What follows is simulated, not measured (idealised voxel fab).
The following is a process module called voxel double patterning.
Square cell edge 5 nm, section width 285 nm, ID cut.
Cross-section format: a grid of square cells, given as bands from top to bottom; each band is one or more rows of cells.
The band entry comprises the height of the band's top followed by the height of its bottom, expressed in nm, and subsequently the band's materials from left to right, each stated together with its width in nm. Where a single material is marked with the word "throughout", that material fills the band from edge to edge. The word "empty" represents empty space.
Where do heights start? At 0: under that level the wafer as delivered is made of one material only. And the lowest band has no floor; it just carries on downward, as in "0 nm and below".
Quick explanation for "30 to 40": the width changes in equal steps down the rows of cells, from the first number in the band's top row to the second number in its bottom row.
Key: "no modifications" - step with no changed cell in the cross-section.
"Closed internal voids" specifies each empty space that is not open to the top and that occupies no fewer than 8 cells, using the form width x height at distance, the distance measured from the left edge and all three quantities in nm.
Read whatever lies past the settings on a step's line as the simulator's own remark about the step.
overlay nm: step with mask; distance mask lay right of planned place; negative value = left of planned place.
-- The planned process steps are enumerated hereunder
- 1: RECEIVE, material Si
- 2: CONFORMAL_DEP, material SiO2, thk nm 5
- 3: DIRECTIONAL_DEP, material polySi, thk nm 20
- 4: DIRECTIONAL_DEP, material SiCN, thk nm 5
- 5: MASKED_ETCH, tone open, mask id FIRST, width nm 15, pitch nm 50, etch materials SiCN, depth nm 5, overlay nm 0
- 6: MASKED_ETCH, tone open, mask id SECOND, width nm 15, etch materials SiCN, depth nm 5, overlay nm 0
- 7: DIRECTIONAL_ETCH, etch materials polySi, depth nm 20
- 8: STRIP, etch materials SiCN
-- On the first of the two wafers: run conducted according to plan
-- as received, after step 1
    0 nm and below | Si throughout
    Closed internal voids: none
-- Cross-section of the wafer after step 2
    5 nm to 0 nm | SiO2 throughout
    Below a height of 0, the structure has not been altered.
-- Cross-section of the wafer after step 3
    25 nm to 5 nm | polySi throughout
    Below a height of 5, the structure has not been altered.
-- Cross-section of the wafer after step 4
    30 nm to 25 nm | SiCN throughout
    Below a height of 25, the structure has not been altered.
-- Cross-section of the wafer after step 5
    30 nm to 25 nm | SiCN=110, then empty=15, then SiCN=35, then empty=15, then SiCN=110
    Below a height of 25, the structure has not been altered.
-- Cross-section of the wafer after step 6
    30 nm to 25 nm | SiCN=110, then empty=15, then SiCN=10, then empty=15, then SiCN=10, then empty=15, then SiCN=110
    Below a height of 25, the structure has not been altered.
-- Cross-section of the wafer after step 7
    30 nm to 25 nm | SiCN=110, then empty=15, then SiCN=10, then empty=15, then SiCN=10, then empty=15, then SiCN=110
    25 nm to 5 nm | polySi=110, then empty=15, then polySi=10, then empty=15, then polySi=10, then empty=15, then polySi=110
    Below a height of 5, the structure has not been altered.
-- Cross-section of the wafer after step 8
    25 nm to 5 nm | polySi=110, then empty=15, then polySi=10, then empty=15, then polySi=10, then empty=15, then polySi=110
    Below a height of 5, the structure has not been altered.
-- Wafer two. Identical start, identical plan. One mistake in execution. Identical history through step 2
-- Second wafer, sectioned view, at step 3's planned end time
    45 nm to 5 nm | polySi throughout
    Below a height of 5, the structure has not been altered.
-- Second wafer, sectioned view, at step 4's planned end time
    50 nm to 45 nm | SiCN throughout
    Below a height of 45, the structure has not been altered.
-- Second wafer, sectioned view, at step 5's planned end time
    50 nm to 45 nm | SiCN=110, then empty=15, then SiCN=35, then empty=15, then SiCN=110
    Below a height of 45, the structure has not been altered.
-- Second wafer, sectioned view, at step 6's planned end time
    50 nm to 45 nm | SiCN=110, then empty=15, then SiCN=10, then empty=15, then SiCN=10, then empty=15, then SiCN=110
    Below a height of 45, the structure has not been altered.
-- Second wafer, sectioned view, at step 7's planned end time
    50 nm to 45 nm | SiCN=110, then empty=15, then SiCN=10, then empty=15, then SiCN=10, then empty=15, then SiCN=110
    45 nm to 25 nm | polySi=110, then empty=15, then polySi=10, then empty=15, then polySi=10, then empty=15, then polySi=110
    Below a height of 25, the structure has not been altered.
-- Second wafer, sectioned view, at step 8's planned end time
    45 nm to 25 nm | polySi=110, then empty=15, then polySi=10, then empty=15, then polySi=10, then empty=15, then polySi=110
    Below a height of 25, the structure has not been altered.
In executing the process, a mistake was made relative to the plan: step 3 from the plan got run twice
The closing comparison, in cells, has the second wafer with more or fewer of some materials than the first: polySi: 228 more
